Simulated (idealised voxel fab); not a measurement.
process module | voxel tone inversion
cross-section cut | 250 nm wide | cells 5 nm
A cross-section is a grid of square cells, given in bands from the top down. A band is one or more rows of cells.
Each band's line starts with the height of the band's top and of its bottom, in nm. Then come its materials from left to right, each with its width in nm. One material with "throughout" fills the band from edge to edge. "air" is empty space.
Height 0 is the level under which the wafer as received is all one material. The lowest band goes on downwards, as in "0 down".
A width such as "30 to 40" changes by the same amount from each row of cells to the next, from the band's top row to its bottom row.
"no change" after a step means that no cell of the cross-section changed.
closed voids: empty space of 8 cells or more with no open way to the top, each as width x height at its distance from the left edge, in nm
after a step's settings: what the simulator itself notes on the step
overlay nm, on a step with a mask: how far to the right of its planned place the mask lay; to the left if negative
plan
1 op RECEIVE | material Si
2 op CONFORMAL_DEP | material SiCN | thk nm 5
3 op DIRECTIONAL_DEP | material polySi | thk nm 20
4 op PATTERN | tone cover | mask id POSTS | material resist | width nm 25 | pitch nm 50 | thk nm 25 | overlay nm 0
5 op DIRECTIONAL_ETCH | etch materials polySi | depth nm 20
6 op STRIP | etch materials resist
7 op FILL_DEP | material lowk | thk nm 5
8 op CMP | height nm 25
9 op STRIP | etch materials polySi
10 op CONFORMAL_DEP | material TiN | thk nm 5
11 op FILL_DEP | material Ru | thk nm 5
12 op CMP | height nm 25
13 op CONFORMAL_DEP | material SiCN | thk nm 5
as received, after step 1
  0 down: Si throughout
  closed voids: none
a wafer at the end: this start, this plan, one mistake
  30 to 25: SiCN throughout
  25 to 10: lowk 90 | TiN 5 | Ru 10 | TiN 5 | lowk 30 | TiN 5 | Ru 10 | TiN 5 | lowk 90
  10 to 5: lowk 90 | TiN 20 | lowk 30 | TiN 20 | lowk 90
  5 to 0: SiCN throughout
  0 down: Si throughout
  closed voids: none
what went wrong: step 4 ran as: op PATTERN | tone cover | mask id POSTS | material resist | width nm 20 | pitch nm 50 | thk nm 25 | overlay nm 0
